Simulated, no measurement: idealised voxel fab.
Documented hereafter: the process module known as voxel transistor to metal.
Cross-section cut spans 290 nm and uses square cells 5 nm in size.
In what follows, cross-sections appear as grids of square cells, described through bands that run from the top down, where every band is one or more rows of cells.
Heights first: top, then bottom, in nm. Then materials, left to right, each with a width in nm. "edge to edge" on a single material: fills the band edge to edge. "blank": empty space.
Beneath 0, the wafer as received is one material, and that level is where height counting begins. The lowest band goes on downward without a bottom; it is written like "from 0 down".
The width entry "30->40" should be interpreted row by row: the top row of cells in the band takes the first number, the bottom row takes the second number, and the change between adjacent rows is uniform throughout.
Key: "remains unaltered" - step with no changed cell in the cross-section.
"Sealed void listing" lists enclosed empty spaces (at least 8 cells, no open path upward to the top), each as width x height at distance from the left edge, in nm.
Anything after a step's settings on that line? It's the simulator's own note about the step.
overlay nm: mask offset rightward from planned place, masked step; negative means leftward offset.
Below you will find pairs of cross-sections. In each, one shows the wafer before one process step and the other after it, with the after view ending at the lowest band that changed. Under each pair is the step separating them, along with its settings. Do not assume the pairs form a chain: they can come from different runs of this module on the same starting wafer, and a pair continues from the pair above it only when its "Pre-step section" entry says so.

Pre-step section
> from 0 down | Si edge to edge
> Sealed void listing: none

Section After Processing
> from 5 to 0 | SiO2 edge to edge
> Under 0: no change, same as before.
> Sealed void listing: none
Between the two cross-sections above, the process step reads CONFORMAL_DEP,material SiO2,thk nm 5

Pre-step section: It is represented by the cross-section appearing after the step of the pair directly above.

Section After Processing
> from 20 to 5 | SiN edge to edge
> Under 5: no change, same as before.
> Sealed void listing: none
Between the two cross-sections above, the process step reads CONFORMAL_DEP,material SiN,thk nm 15

Pre-step section: It is represented by the cross-section appearing after the step of the pair directly above.

Section After Processing
> from 35 to 20 | 30 blank / 105 resist / 20 blank / 105 resist / 30 blank
> Under 20: no change, same as before.
> Sealed void listing: none
Between the two cross-sections above, the process step reads PATTERN,tone cover,mask id ACTIVE,material resist,width nm 105,pitch nm 125,thk nm 15,overlay nm 0

Pre-step section: It is represented by the cross-section appearing after the step of the pair directly above.

Section After Processing
> from 35 to 20 | 30 blank / 105 resist / 20 blank / 105 resist / 30 blank
> from 20 to 5 | 30 blank / 105 SiN / 20 blank / 105 SiN / 30 blank
> Under 5: no change, same as before.
> Sealed void listing: none
Between the two cross-sections above, the process step reads DIRECTIONAL_ETCH,etch materials SiN,depth nm 15

Pre-step section: It is represented by the cross-section appearing after the step of the pair directly above.

Section After Processing
> from 35 to 20 | 30 blank / 105 resist / 20 blank / 105 resist / 30 blank
> from 20 to 5 | 30 blank / 105 SiN / 20 blank / 105 SiN / 30 blank
> from 5 to 0 | 30 blank / 105 SiO2 / 20 blank / 105 SiO2 / 30 blank
> Under 0: no change, same as before.
> Sealed void listing: none
Between the two cross-sections above, the process step reads DIRECTIONAL_ETCH,etch materials SiO2,depth nm 5

Pre-step section: It is represented by the cross-section appearing after the step of the pair directly above.

Section After Processing
> from 35 to 20 | 30 blank / 105 resist / 20 blank / 105 resist / 30 blank
> from 20 to 5 | 30 blank / 105 SiN / 20 blank / 105 SiN / 30 blank
> from 5 to 0 | 30 blank / 105 SiO2 / 20 blank / 105 SiO2 / 30 blank
> from 0 to -25 | 30 blank / 105 Si / 20 blank / 105 Si / 30 blank
> Under -25: no change, same as before.
> Sealed void listing: none
Between the two cross-sections above, the process step reads DIRECTIONAL_ETCH,etch materials Si,depth nm 25

Pre-step section: It is represented by the cross-section appearing after the step of the pair directly above.

Section After Processing
> from 20 to 5 | 30 blank / 105 SiN / 20 blank / 105 SiN / 30 blank
> Under 5: no change, same as before.
> Sealed void listing: none
Between the two cross-sections above, the process step reads STRIP,etch materials resist

Pre-step section: It is represented by the cross-section appearing after the step of the pair directly above.

Section After Processing
> from 35 to 20 | SiO2 edge to edge
> from 20 to 5 | 30 SiO2 / 105 SiN / 20 SiO2 / 105 SiN / 30 SiO2
> from 5 to 0 | SiO2 edge to edge
> from 0 to -25 | 30 SiO2 / 105 Si / 20 SiO2 / 105 Si / 30 SiO2
> Under -25: no change, same as before.
> Sealed void listing: none
Between the two cross-sections above, the process step reads FILL_DEP,material SiO2,thk nm 15

Pre-step section: It is represented by the cross-section appearing after the step of the pair directly above.

Section After Processing
> from 20 to 5 | 30 SiO2 / 105 SiN / 20 SiO2 / 105 SiN / 30 SiO2
> Under 5: no change, same as before.
> Sealed void listing: none
Between the two cross-sections above, the process step reads CMP,height nm 20

Pre-step section: It is represented by the cross-section appearing after the step of the pair directly above.

Section After Processing
> from 20 to 15 | 30 blank / 105 SiN / 20 blank / 105 SiN / 30 blank
> Under 15: no change, same as before.
> Sealed void listing: none
Between the two cross-sections above, the process step reads SELECTIVE_ETCH,etch materials SiO2,depth nm 5

Pre-step section: It is represented by the cross-section appearing after the step of the pair directly above.

Section After Processing
> from 15 to 5 | 30 SiO2 / 105 blank / 20 SiO2 / 105 blank / 30 SiO2
> Under 5: no change, same as before.
> Sealed void listing: none
Between the two cross-sections above, the process step reads STRIP,etch materials SiN

Pre-step section: It is represented by the cross-section appearing after the step of the pair directly above.

Section After Processing
> from 10 to 0 | 25 SiO2 / 115 blank / 10 SiO2 / 115 blank / 25 SiO2
> Under 0: no change, same as before.
> Sealed void listing: none
Between the two cross-sections above, the process step reads SELECTIVE_ETCH,etch materials SiO2,depth nm 5

Pre-step section: It is represented by the cross-section appearing after the step of the pair directly above.

Section After Processing
> from 10 to 0 | 25 SiO2 / 115 blank / 10 SiO2 / 115 blank / 25 SiO2
> from 0 to -5 | SiO2 edge to edge
> Under -5: no change, same as before.
> Sealed void listing: none
Between the two cross-sections above, the process step reads OXIDIZE,depth nm 5

Pre-step section: It is represented by the cross-section appearing after the step of the pair directly above.

Section After Processing
> from 40 to 30 | 25 polySi / 115 blank / 10 polySi / 115 blank / 25 polySi
> from 30 to 10 | polySi edge to edge
> from 10 to 0 | 25 SiO2 / 115 polySi / 10 SiO2 / 115 polySi / 25 SiO2
> Under 0: no change, same as before.
> Sealed void listing: none
Between the two cross-sections above, the process step reads DIRECTIONAL_DEP,material polySi,thk nm 30

Pre-step section: It is represented by the cross-section appearing after the step of the pair directly above.

Section After Processing
> from 55 to 45 | 25 SiCN / 115 blank / 10 SiCN / 115 blank / 25 SiCN
> from 45 to 40 | SiCN edge to edge
> from 40 to 30 | 25 polySi / 115 SiCN / 10 polySi / 115 SiCN / 25 polySi
> Under 30: no change, same as before.
> Sealed void listing: none
Between the two cross-sections above, the process step reads DIRECTIONAL_DEP,material SiCN,thk nm 15

Pre-step section: It is represented by the cross-section appearing after the step of the pair directly above.

Section After Processing
> from 70 to 55 | 65 blank / 35 resist / 90 blank / 35 resist / 65 blank
> from 55 to 45 | 25 SiCN / 40 blank / 35 resist / 40 blank / 10 SiCN / 40 blank / 35 resist / 40 blank / 25 SiCN
> Under 45: no change, same as before.
> Sealed void listing: none
Between the two cross-sections above, the process step reads PATTERN,tone cover,mask id GATE,material resist,width nm 35,pitch nm 125,thk nm 15,overlay nm 0

Pre-step section: It is represented by the cross-section appearing after the step of the pair directly above.

Section After Processing
> from 70 to 45 | 65 blank / 35 resist / 90 blank / 35 resist / 65 blank
> from 45 to 40 | 65 blank / 35 SiCN / 90 blank / 35 SiCN / 65 blank
> from 40 to 30 | 25 polySi / 40 blank / 35 SiCN / 40 blank / 10 polySi / 40 blank / 35 SiCN / 40 blank / 25 polySi
> Under 30: no change, same as before.
> Sealed void listing: none
Between the two cross-sections above, the process step reads DIRECTIONAL_ETCH,etch materials SiCN,depth nm 25

Pre-step section: It is represented by the cross-section appearing after the step of the pair directly above.

Section After Processing
> from 70 to 45 | 65 blank / 35 resist / 90 blank / 35 resist / 65 blank
> from 45 to 30 | 65 blank / 35 SiCN / 90 blank / 35 SiCN / 65 blank
> from 30 to 10 | 65 blank / 35 polySi / 90 blank / 35 polySi / 65 blank
> from 10 to 0 | 25 SiO2 / 40 blank / 35 polySi / 40 blank / 10 SiO2 / 40 blank / 35 polySi / 40 blank / 25 SiO2
> Under 0: no change, same as before.
> Sealed void listing: none
Between the two cross-sections above, the process step reads DIRECTIONAL_ETCH,etch materials polySi,depth nm 40

Pre-step section: It is represented by the cross-section appearing after the step of the pair directly above.

Section After Processing
> from 45 to 30 | 65 blank / 35 SiCN / 90 blank / 35 SiCN / 65 blank
> Under 30: no change, same as before.
> Sealed void listing: none
Between the two cross-sections above, the process step reads STRIP,etch materials resist

Pre-step section: It is represented by the cross-section appearing after the step of the pair directly above.

Section After Processing
> from 50 to 45 | 60 blank / 45 SiN / 80 blank / 45 SiN / 60 blank
> from 45 to 30 | 60 blank / 5 SiN / 35 SiCN / 5 SiN / 80 blank / 5 SiN / 35 SiCN / 5 SiN / 60 blank
> from 30 to 15 | 60 blank / 5 SiN / 35 polySi / 5 SiN / 80 blank / 5 SiN / 35 polySi / 5 SiN / 60 blank
> from 15 to 10 | 30 SiN / 30 blank / 5 SiN / 35 polySi / 5 SiN / 30 blank / 20 SiN / 30 blank / 5 SiN / 35 polySi / 5 SiN / 30 blank / 30 SiN
> from 10 to 5 | 25 SiO2 / 5 SiN / 30 blank / 5 SiN / 35 polySi / 5 SiN / 30 blank / 5 SiN / 10 SiO2 / 5 SiN / 30 blank / 5 SiN / 35 polySi / 5 SiN / 30 blank / 5 SiN / 25 SiO2
> from 5 to 0 | 25 SiO2 / 40 SiN / 35 polySi / 40 SiN / 10 SiO2 / 40 SiN / 35 polySi / 40 SiN / 25 SiO2
> Under 0: no change, same as before.
> Sealed void listing: none
Between the two cross-sections above, the process step reads CONFORMAL_DEP,material SiN,thk nm 5

Pre-step section: It is represented by the cross-section appearing after the step of the pair directly above.

Section After Processing
> from 45 to 30 | 60 blank / 5 SiN / 35 SiCN / 5 SiN / 80 blank / 5 SiN / 35 SiCN / 5 SiN / 60 blank
> from 30 to 10 | 60 blank / 5 SiN / 35 polySi / 5 SiN / 80 blank / 5 SiN / 35 polySi / 5 SiN / 60 blank
> from 10 to 0 | 25 SiO2 / 5 SiN / 30 blank / 5 SiN / 35 polySi / 5 SiN / 30 blank / 5 SiN / 10 SiO2 / 5 SiN / 30 blank / 5 SiN / 35 polySi / 5 SiN / 30 blank / 5 SiN / 25 SiO2
> Under 0: no change, same as before.
> Sealed void listing: none
Between the two cross-sections above, the process step reads DIRECTIONAL_ETCH,etch materials SiN,depth nm 5

Pre-step section: It is represented by the cross-section appearing after the step of the pair directly above.

Section After Processing
> from 45 to 30 | 60 blank / 5 SiN / 35 SiCN / 5 SiN / 80 blank / 5 SiN / 35 SiCN / 5 SiN / 60 blank
> from 30 to 10 | 60 blank / 5 SiN / 35 polySi / 5 SiN / 80 blank / 5 SiN / 35 polySi / 5 SiN / 60 blank
> from 10 to 5 | 25 blank / 5 SiN / 30 blank / 5 SiN / 35 polySi / 5 SiN / 30 blank / 5 SiN / 10 blank / 5 SiN / 30 blank / 5 SiN / 35 polySi / 5 SiN / 30 blank / 5 SiN / 25 blank
> from 5 to 0 | 25 SiO2 / 5 SiN / 30 blank / 5 SiN / 35 polySi / 5 SiN / 30 blank / 5 SiN / 10 SiO2 / 5 SiN / 30 blank / 5 SiN / 35 polySi / 5 SiN / 30 blank / 5 SiN / 25 SiO2
> from 0 to -5 | 30 SiO2 / 30 blank / 45 SiO2 / 30 blank / 20 SiO2 / 30 blank / 45 SiO2 / 30 blank / 30 SiO2
> Under -5: no change, same as before.
> Sealed void listing: none
Between the two cross-sections above, the process step reads DIRECTIONAL_ETCH,etch materials SiO2,depth nm 5

Pre-step section: It is represented by the cross-section appearing after the step of the pair directly above.

Section After Processing
> from 45 to 30 | 60 blank / 5 SiN / 35 SiCN / 5 SiN / 80 blank / 5 SiN / 35 SiCN / 5 SiN / 60 blank
> from 30 to 10 | 60 blank / 5 SiN / 35 polySi / 5 SiN / 80 blank / 5 SiN / 35 polySi / 5 SiN / 60 blank
> from 10 to 5 | 25 blank / 5 SiN / 30 blank / 5 SiN / 35 polySi / 5 SiN / 30 blank / 5 SiN / 10 blank / 5 SiN / 30 blank / 5 SiN / 35 polySi / 5 SiN / 30 blank / 5 SiN / 25 blank
> from 5 to 0 | 25 SiO2 / 5 SiN / 30 blank / 5 SiN / 35 polySi / 5 SiN / 30 blank / 5 SiN / 10 SiO2 / 5 SiN / 30 blank / 5 SiN / 35 polySi / 5 SiN / 30 blank / 5 SiN / 25 SiO2
> from 0 to -5 | 30 SiO2 / 30 pSi / 45 SiO2 / 30 pSi / 20 SiO2 / 30 pSi / 45 SiO2 / 30 pSi / 30 SiO2
> Under -5: no change, same as before.
> Sealed void listing: none
Between the two cross-sections above, the process step reads EPI,material pSi,thk nm 5

Pre-step section: It is represented by the cross-section appearing after the step of the pair directly above.

Section After Processing
> from 55 to 45 | SiO2 edge to edge
> from 45 to 30 | 60 SiO2 / 5 SiN / 35 SiCN / 5 SiN / 80 SiO2 / 5 SiN / 35 SiCN / 5 SiN / 60 SiO2
> from 30 to 10 | 60 SiO2 / 5 SiN / 35 polySi / 5 SiN / 80 SiO2 / 5 SiN / 35 polySi / 5 SiN / 60 SiO2
> from 10 to 0 | 25 SiO2 / 5 SiN / 30 SiO2 / 5 SiN / 35 polySi / 5 SiN / 30 SiO2 / 5 SiN / 10 SiO2 / 5 SiN / 30 SiO2 / 5 SiN / 35 polySi / 5 SiN / 30 SiO2 / 5 SiN / 25 SiO2
> Under 0: no change, same as before.
> Sealed void listing: none
Between the two cross-sections above, the process step reads FILL_DEP,material SiO2,thk nm 10

Pre-step section: It is represented by the cross-section appearing after the step of the pair directly above.

Section After Processing
> from 30 to 10 | 60 SiO2 / 5 SiN / 35 polySi / 5 SiN / 80 SiO2 / 5 SiN / 35 polySi / 5 SiN / 60 SiO2
> Under 10: no change, same as before.
> Sealed void listing: none
Between the two cross-sections above, the process step reads CMP,height nm 30

Pre-step section: It is represented by the cross-section appearing after the step of the pair directly above.

Section After Processing
> from 30 to 10 | 60 SiO2 / 5 SiN / 35 blank / 5 SiN / 80 SiO2 / 5 SiN / 35 blank / 5 SiN / 60 SiO2
> from 10 to 0 | 25 SiO2 / 5 SiN / 30 SiO2 / 5 SiN / 35 blank / 5 SiN / 30 SiO2 / 5 SiN / 10 SiO2 / 5 SiN / 30 SiO2 / 5 SiN / 35 blank / 5 SiN / 30 SiO2 / 5 SiN / 25 SiO2
> Under 0: no change, same as before.
> Sealed void listing: none
Between the two cross-sections above, the process step reads STRIP,etch materials polySi

Pre-step section: It is represented by the cross-section appearing after the step of the pair directly above.

Section After Processing
> from 30 to 25 | 60 blank / 5 SiN / 35 blank / 5 SiN / 80 blank / 5 SiN / 35 blank / 5 SiN / 60 blank
> from 25 to 10 | 60 SiO2 / 5 SiN / 35 blank / 5 SiN / 80 SiO2 / 5 SiN / 35 blank / 5 SiN / 60 SiO2
> from 10 to 0 | 25 SiO2 / 5 SiN / 30 SiO2 / 5 SiN / 35 blank / 5 SiN / 30 SiO2 / 5 SiN / 10 SiO2 / 5 SiN / 30 SiO2 / 5 SiN / 35 blank / 5 SiN / 30 SiO2 / 5 SiN / 25 SiO2
> from 0 to -5 | 30 SiO2 / 30 pSi / 45 blank / 30 pSi / 20 SiO2 / 30 pSi / 45 blank / 30 pSi / 30 SiO2
> Under -5: no change, same as before.
> Sealed void listing: none
Between the two cross-sections above, the process step reads SELECTIVE_ETCH,etch materials SiO2,depth nm 5

Pre-step section: It is represented by the cross-section appearing after the step of the pair directly above.

Section After Processing
> from 35 to 30 | 55 blank / 15 HfO2 / 25 blank / 15 HfO2 / 70 blank / 15 HfO2 / 25 blank / 15 HfO2 / 55 blank
> from 30 to 25 | 60 HfO2 / 5 SiN / 5 HfO2 / 25 blank / 5 HfO2 / 5 SiN / 80 HfO2 / 5 SiN / 5 HfO2 / 25 blank / 5 HfO2 / 5 SiN / 60 HfO2
> from 25 to 10 | 60 SiO2 / 5 SiN / 5 HfO2 / 25 blank / 5 HfO2 / 5 SiN / 80 SiO2 / 5 SiN / 5 HfO2 / 25 blank / 5 HfO2 / 5 SiN / 60 SiO2
> from 10 to 0 | 25 SiO2 / 5 SiN / 30 SiO2 / 5 SiN / 5 HfO2 / 25 blank / 5 HfO2 / 5 SiN / 30 SiO2 / 5 SiN / 10 SiO2 / 5 SiN / 30 SiO2 / 5 SiN / 5 HfO2 / 25 blank / 5 HfO2 / 5 SiN / 30 SiO2 / 5 SiN / 25 SiO2
> from 0 to -5 | 30 SiO2 / 30 pSi / 45 HfO2 / 30 pSi / 20 SiO2 / 30 pSi / 45 HfO2 / 30 pSi / 30 SiO2
> Under -5: no change, same as before.
> Sealed void listing: none
Between the two cross-sections above, the process step reads CONFORMAL_DEP,material HfO2,thk nm 5

Pre-step section: It is represented by the cross-section appearing after the step of the pair directly above.

Section After Processing
> from 40 to 35 | 50 blank / 25 TiN / 15 blank / 25 TiN / 60 blank / 25 TiN / 15 blank / 25 TiN / 50 blank
> from 35 to 30 | 55 TiN / 15 HfO2 / 5 TiN / 15 blank / 5 TiN / 15 HfO2 / 70 TiN / 15 HfO2 / 5 TiN / 15 blank / 5 TiN / 15 HfO2 / 55 TiN
> from 30 to 25 | 60 HfO2 / 5 SiN / 5 HfO2 / 5 TiN / 15 blank / 5 TiN / 5 HfO2 / 5 SiN / 80 HfO2 / 5 SiN / 5 HfO2 / 5 TiN / 15 blank / 5 TiN / 5 HfO2 / 5 SiN / 60 HfO2
> from 25 to 10 | 60 SiO2 / 5 SiN / 5 HfO2 / 5 TiN / 15 blank / 5 TiN / 5 HfO2 / 5 SiN / 80 SiO2 / 5 SiN / 5 HfO2 / 5 TiN / 15 blank / 5 TiN / 5 HfO2 / 5 SiN / 60 SiO2
> from 10 to 5 | 25 SiO2 / 5 SiN / 30 SiO2 / 5 SiN / 5 HfO2 / 5 TiN / 15 blank / 5 TiN / 5 HfO2 / 5 SiN / 30 SiO2 / 5 SiN / 10 SiO2 / 5 SiN / 30 SiO2 / 5 SiN / 5 HfO2 / 5 TiN / 15 blank / 5 TiN / 5 HfO2 / 5 SiN / 30 SiO2 / 5 SiN / 25 SiO2
> from 5 to 0 | 25 SiO2 / 5 SiN / 30 SiO2 / 5 SiN / 5 HfO2 / 25 TiN / 5 HfO2 / 5 SiN / 30 SiO2 / 5 SiN / 10 SiO2 / 5 SiN / 30 SiO2 / 5 SiN / 5 HfO2 / 25 TiN / 5 HfO2 / 5 SiN / 30 SiO2 / 5 SiN / 25 SiO2
> Under 0: no change, same as before.
> Sealed void listing: none
Between the two cross-sections above, the process step reads CONFORMAL_DEP,material TiN,thk nm 5

Pre-step section: It is represented by the cross-section appearing after the step of the pair directly above.

Section After Processing
> from 45 to 40 | W edge to edge
> from 40 to 35 | 50 W / 25 TiN / 15 W / 25 TiN / 60 W / 25 TiN / 15 W / 25 TiN / 50 W
> from 35 to 30 | 55 TiN / 15 HfO2 / 5 TiN / 15 W / 5 TiN / 15 HfO2 / 70 TiN / 15 HfO2 / 5 TiN / 15 W / 5 TiN / 15 HfO2 / 55 TiN
> from 30 to 25 | 60 HfO2 / 5 SiN / 5 HfO2 / 5 TiN / 15 W / 5 TiN / 5 HfO2 / 5 SiN / 80 HfO2 / 5 SiN / 5 HfO2 / 5 TiN / 15 W / 5 TiN / 5 HfO2 / 5 SiN / 60 HfO2
> from 25 to 10 | 60 SiO2 / 5 SiN / 5 HfO2 / 5 TiN / 15 W / 5 TiN / 5 HfO2 / 5 SiN / 80 SiO2 / 5 SiN / 5 HfO2 / 5 TiN / 15 W / 5 TiN / 5 HfO2 / 5 SiN / 60 SiO2
> from 10 to 5 | 25 SiO2 / 5 SiN / 30 SiO2 / 5 SiN / 5 HfO2 / 5 TiN / 15 W / 5 TiN / 5 HfO2 / 5 SiN / 30 SiO2 / 5 SiN / 10 SiO2 / 5 SiN / 30 SiO2 / 5 SiN / 5 HfO2 / 5 TiN / 15 W / 5 TiN / 5 HfO2 / 5 SiN / 30 SiO2 / 5 SiN / 25 SiO2
> Under 5: no change, same as before.
> Sealed void listing: none
Between the two cross-sections above, the process step reads FILL_DEP,material W,thk nm 5

Pre-step section: It is represented by the cross-section appearing after the step of the pair directly above.

Section After Processing
> from 25 to 10 | 60 SiO2 / 5 SiN / 5 HfO2 / 5 TiN / 15 W / 5 TiN / 5 HfO2 / 5 SiN / 80 SiO2 / 5 SiN / 5 HfO2 / 5 TiN / 15 W / 5 TiN / 5 HfO2 / 5 SiN / 60 SiO2
> Under 10: no change, same as before.
> Sealed void listing: none
Between the two cross-sections above, the process step reads CMP,height nm 25

Pre-step section: It is represented by the cross-section appearing after the step of the pair directly above.

Section After Processing
> from 40 to 25 | SiO2 edge to edge
> Under 25: no change, same as before.
> Sealed void listing: none
Between the two cross-sections above, the process step reads DIRECTIONAL_DEP,material SiO2,thk nm 15

Pre-step section: It is represented by the cross-section appearing after the step of the pair directly above.

Section After Processing
> from 40 to 25 | 35 SiO2 / 15 blank / 65 SiO2 / 15 blank / 30 SiO2 / 15 blank / 65 SiO2 / 15 blank / 35 SiO2
> from 25 to 10 | 35 SiO2 / 15 blank / 10 SiO2 / 5 SiN / 5 HfO2 / 5 TiN / 15 W / 5 TiN / 5 HfO2 / 5 SiN / 10 SiO2 / 15 blank / 30 SiO2 / 15 blank / 10 SiO2 / 5 SiN / 5 HfO2 / 5 TiN / 15 W / 5 TiN / 5 HfO2 / 5 SiN / 10 SiO2 / 15 blank / 35 SiO2
> from 10 to 5 | 25 SiO2 / 5 SiN / 5 SiO2 / 15 blank / 10 SiO2 / 5 SiN / 5 HfO2 / 5 TiN / 15 W / 5 TiN / 5 HfO2 / 5 SiN / 10 SiO2 / 15 blank / 5 SiO2 / 5 SiN / 10 SiO2 / 5 SiN / 5 SiO2 / 15 blank / 10 SiO2 / 5 SiN / 5 HfO2 / 5 TiN / 15 W / 5 TiN / 5 HfO2 / 5 SiN / 10 SiO2 / 15 blank / 5 SiO2 / 5 SiN / 25 SiO2
> from 5 to 0 | 25 SiO2 / 5 SiN / 5 SiO2 / 15 blank / 10 SiO2 / 5 SiN / 5 HfO2 / 25 TiN / 5 HfO2 / 5 SiN / 10 SiO2 / 15 blank / 5 SiO2 / 5 SiN / 10 SiO2 / 5 SiN / 5 SiO2 / 15 blank / 10 SiO2 / 5 SiN / 5 HfO2 / 25 TiN / 5 HfO2 / 5 SiN / 10 SiO2 / 15 blank / 5 SiO2 / 5 SiN / 25 SiO2
> Under 0: no change, same as before.
> Sealed void listing: none
Between the two cross-sections above, the process step reads MASKED_ETCH,tone open,mask id CONTACT,width nm 15,etch materials SiO2,depth nm 40,overlay nm 0

Pre-step section: It is represented by the cross-section appearing after the step of the pair directly above.

Section After Processing
> from 45 to 40 | 40 TiN / 5 blank / 75 TiN / 5 blank / 40 TiN / 5 blank / 75 TiN / 5 blank / 40 TiN
> from 40 to 25 | 35 SiO2 / 5 TiN / 5 blank / 5 TiN / 65 SiO2 / 5 TiN / 5 blank / 5 TiN / 30 SiO2 / 5 TiN / 5 blank / 5 TiN / 65 SiO2 / 5 TiN / 5 blank / 5 TiN / 35 SiO2
> from 25 to 10 | 35 SiO2 / 5 TiN / 5 blank / 5 TiN / 10 SiO2 / 5 SiN / 5 HfO2 / 5 TiN / 15 W / 5 TiN / 5 HfO2 / 5 SiN / 10 SiO2 / 5 TiN / 5 blank / 5 TiN / 30 SiO2 / 5 TiN / 5 blank / 5 TiN / 10 SiO2 / 5 SiN / 5 HfO2 / 5 TiN / 15 W / 5 TiN / 5 HfO2 / 5 SiN / 10 SiO2 / 5 TiN / 5 blank / 5 TiN / 35 SiO2
> from 10 to 5 | 25 SiO2 / 5 SiN / 5 SiO2 / 5 TiN / 5 blank / 5 TiN / 10 SiO2 / 5 SiN / 5 HfO2 / 5 TiN / 15 W / 5 TiN / 5 HfO2 / 5 SiN / 10 SiO2 / 5 TiN / 5 blank / 5 TiN / 5 SiO2 / 5 SiN / 10 SiO2 / 5 SiN / 5 SiO2 / 5 TiN / 5 blank / 5 TiN / 10 SiO2 / 5 SiN / 5 HfO2 / 5 TiN / 15 W / 5 TiN / 5 HfO2 / 5 SiN / 10 SiO2 / 5 TiN / 5 blank / 5 TiN / 5 SiO2 / 5 SiN / 25 SiO2
> from 5 to 0 | 25 SiO2 / 5 SiN / 5 SiO2 / 15 TiN / 10 SiO2 / 5 SiN / 5 HfO2 / 25 TiN / 5 HfO2 / 5 SiN / 10 SiO2 / 15 TiN / 5 SiO2 / 5 SiN / 10 SiO2 / 5 SiN / 5 SiO2 / 15 TiN / 10 SiO2 / 5 SiN / 5 HfO2 / 25 TiN / 5 HfO2 / 5 SiN / 10 SiO2 / 15 TiN / 5 SiO2 / 5 SiN / 25 SiO2
> Under 0: no change, same as before.
> Sealed void listing: none
Between the two cross-sections above, the process step reads CONFORMAL_DEP,material TiN,thk nm 5

Pre-step section: It is represented by the cross-section appearing after the step of the pair directly above.

Section After Processing
> from 50 to 45 | Ru edge to edge
> from 45 to 40 | 40 TiN / 5 Ru / 75 TiN / 5 Ru / 40 TiN / 5 Ru / 75 TiN / 5 Ru / 40 TiN
> from 40 to 25 | 35 SiO2 / 5 TiN / 5 Ru / 5 TiN / 65 SiO2 / 5 TiN / 5 Ru / 5 TiN / 30 SiO2 / 5 TiN / 5 Ru / 5 TiN / 65 SiO2 / 5 TiN / 5 Ru / 5 TiN / 35 SiO2
> from 25 to 10 | 35 SiO2 / 5 TiN / 5 Ru / 5 TiN / 10 SiO2 / 5 SiN / 5 HfO2 / 5 TiN / 15 W / 5 TiN / 5 HfO2 / 5 SiN / 10 SiO2 / 5 TiN / 5 Ru / 5 TiN / 30 SiO2 / 5 TiN / 5 Ru / 5 TiN / 10 SiO2 / 5 SiN / 5 HfO2 / 5 TiN / 15 W / 5 TiN / 5 HfO2 / 5 SiN / 10 SiO2 / 5 TiN / 5 Ru / 5 TiN / 35 SiO2
> from 10 to 5 | 25 SiO2 / 5 SiN / 5 SiO2 / 5 TiN / 5 Ru / 5 TiN / 10 SiO2 / 5 SiN / 5 HfO2 / 5 TiN / 15 W / 5 TiN / 5 HfO2 / 5 SiN / 10 SiO2 / 5 TiN / 5 Ru / 5 TiN / 5 SiO2 / 5 SiN / 10 SiO2 / 5 SiN / 5 SiO2 / 5 TiN / 5 Ru / 5 TiN / 10 SiO2 / 5 SiN / 5 HfO2 / 5 TiN / 15 W / 5 TiN / 5 HfO2 / 5 SiN / 10 SiO2 / 5 TiN / 5 Ru / 5 TiN / 5 SiO2 / 5 SiN / 25 SiO2
> Under 5: no change, same as before.
> Sealed void listing: none
Between the two cross-sections above, the process step reads FILL_DEP,material Ru,thk nm 5

Pre-step section: It is represented by the cross-section appearing after the step of the pair directly above.

Section After Processing
> from 40 to 25 | 35 SiO2 / 5 TiN / 5 Ru / 5 TiN / 65 SiO2 / 5 TiN / 5 Ru / 5 TiN / 30 SiO2 / 5 TiN / 5 Ru / 5 TiN / 65 SiO2 / 5 TiN / 5 Ru / 5 TiN / 35 SiO2
> Under 25: no change, same as before.
> Sealed void listing: none
Between the two cross-sections above, the process step reads CMP,height nm 40

Pre-step section: It is represented by the cross-section appearing after the step of the pair directly above.

Section After Processing
> from 45 to 40 | SiCN edge to edge
> Under 40: no change, same as before.
> Sealed void listing: none
Between the two cross-sections above, the process step reads CONFORMAL_DEP,material SiCN,thk nm 5

Pre-step section: It is represented by the cross-section appearing after the step of the pair directly above.

Section After Processing
> from 70 to 45 | SiO2 edge to edge
> Under 45: no change, same as before.
> Sealed void listing: none
Between the two cross-sections above, the process step reads DIRECTIONAL_DEP,material SiO2,thk nm 25

Pre-step section: It is represented by the cross-section appearing after the step of the pair directly above.

Section After Processing
> from 90 to 70 | 35 resist / 15 blank / 65 resist / 15 blank / 30 resist / 15 blank / 65 resist / 15 blank / 35 resist
> Under 70: no change, same as before.
> Sealed void listing: none
Between the two cross-sections above, the process step reads PATTERN,tone open,mask id METAL_1,material resist,width nm 15,thk nm 20,overlay nm 0

Pre-step section: It is represented by the cross-section appearing after the step of the pair directly above.

Section After Processing
> from 90 to 70 | 35 resist / 15 blank / 65 resist / 15 blank / 30 resist / 15 blank / 65 resist / 15 blank / 35 resist
> from 70 to 45 | 35 SiO2 / 15 blank / 65 SiO2 / 15 blank / 30 SiO2 / 15 blank / 65 SiO2 / 15 blank / 35 SiO2
> Under 45: no change, same as before.
> Sealed void listing: none
Between the two cross-sections above, the process step reads DIRECTIONAL_ETCH,etch materials SiO2,depth nm 25

Pre-step section: It is represented by the cross-section appearing after the step of the pair directly above.

Section After Processing
> from 90 to 70 | 35 resist / 15 blank / 65 resist / 15 blank / 30 resist / 15 blank / 65 resist / 15 blank / 35 resist
> from 70 to 45 | 35 SiO2 / 15 blank / 65 SiO2 / 15 blank / 30 SiO2 / 15 blank / 65 SiO2 / 15 blank / 35 SiO2
> from 45 to 40 | 35 SiCN / 15 blank / 65 SiCN / 15 blank / 30 SiCN / 15 blank / 65 SiCN / 15 blank / 35 SiCN
> Under 40: no change, same as before.
> Sealed void listing: none
Between the two cross-sections above, the process step reads DIRECTIONAL_ETCH,etch materials SiCN,depth nm 5

Pre-step section: It is represented by the cross-section appearing after the step of the pair directly above.

Section After Processing
> from 70 to 45 | 35 SiO2 / 15 blank / 65 SiO2 / 15 blank / 30 SiO2 / 15 blank / 65 SiO2 / 15 blank / 35 SiO2
> Under 45: no change, same as before.
> Sealed void listing: none
Between the two cross-sections above, the process step reads STRIP,etch materials resist

Pre-step section: It is represented by the cross-section appearing after the step of the pair directly above.

Section After Processing
> from 75 to 70 | 40 TiN / 5 blank / 75 TiN / 5 blank / 40 TiN / 5 blank / 75 TiN / 5 blank / 40 TiN
> from 70 to 45 | 35 SiO2 / 5 TiN / 5 blank / 5 TiN / 65 SiO2 / 5 TiN / 5 blank / 5 TiN / 30 SiO2 / 5 TiN / 5 blank / 5 TiN / 65 SiO2 / 5 TiN / 5 blank / 5 TiN / 35 SiO2
> from 45 to 40 | 35 SiCN / 15 TiN / 65 SiCN / 15 TiN / 30 SiCN / 15 TiN / 65 SiCN / 15 TiN / 35 SiCN
> Under 40: no change, same as before.
> Sealed void listing: none
Between the two cross-sections above, the process step reads CONFORMAL_DEP,material TiN,thk nm 5
